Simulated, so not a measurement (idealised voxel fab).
Title: Process Module voxel released beams
Each square cell in cross-section cut measures 5 nm, and the section as a whole is 185 nm wide.
Heads up, the way a cross-section reads in here is a grid of square cells, handed over as bands from the top down, with every band being one or more rows of cells. Band entry format. Leading values: height of top, height of bottom, nm. Remainder: materials in left-to-right order, each with its width in nm. Special words: "throughout" on a single material, which then fills the band edge to edge; "empty", empty space. Note: height 0 marks the level under which the wafer is uniformly one material as received. Lowest band unbounded below, written "from 0 down". Top row gets the first number, bottom row gets the second, and each row in between changes by the same step: that is how a band width like "30..40" works. Key: "changes: none" - step with no changed cell in the cross-section. The entry "Sealed void listing" lists the empty spaces that cover at least 8 cells and have no open path to the top. Each is written as width x height at distance, where the distance is measured from the left edge and all three values are in nm. after a step's settings: what the simulator itself notes on the step. What "overlay nm" on a step's line means: if the step has a mask, that mask lay this far to the right of its planned place, or, when the value is negative, to the left.

Listed below are the process steps as planned
1 RECEIVE [material Si]
2 CONFORMAL_DEP [material SiN] [thk nm 10]
3 DIRECTIONAL_DEP [material SiO2] [thk nm 10]
4 PATTERN [tone open] [mask id ANCHOR] [material resist] [width nm 25] [thk nm 15] [overlay nm 0]
5 DIRECTIONAL_ETCH [etch materials SiO2] [depth nm 10]
6 STRIP [etch materials resist]
7 CONFORMAL_DEP [material TiN] [thk nm 10]
8 MASKED_ETCH [tone cover] [mask id BEAM] [width nm 85] [etch materials TiN] [depth nm 10] [overlay nm 0]
9 STRIP [etch materials SiO2]
varied across the wafers: width nm of step 8. The plan shows the first wafer's value. All wafers start alike

Here's the first of the wafers in cross-section, just as we got it, i.e. after step 1
	from 0 down = Si throughout
	Sealed void listing: none

Basically each wafer gets a line in the table, showing it at the end of the module: material by material, the cells it gained (+) or lost (-) since we got it, then its closed voids
width nm 85; +74 SiN; +42 TiN; Sealed void listing: none
width nm 90; +74 SiN; +44 TiN; Sealed void listing: none
width nm 95; +74 SiN; +46 TiN; Sealed void listing: none
width nm 100; +74 SiN; +48 TiN; Sealed void listing: none
width nm 105; +74 SiN; +50 TiN; Sealed void listing: none
width nm 110; +74 SiN; +52 TiN; Sealed void listing: none
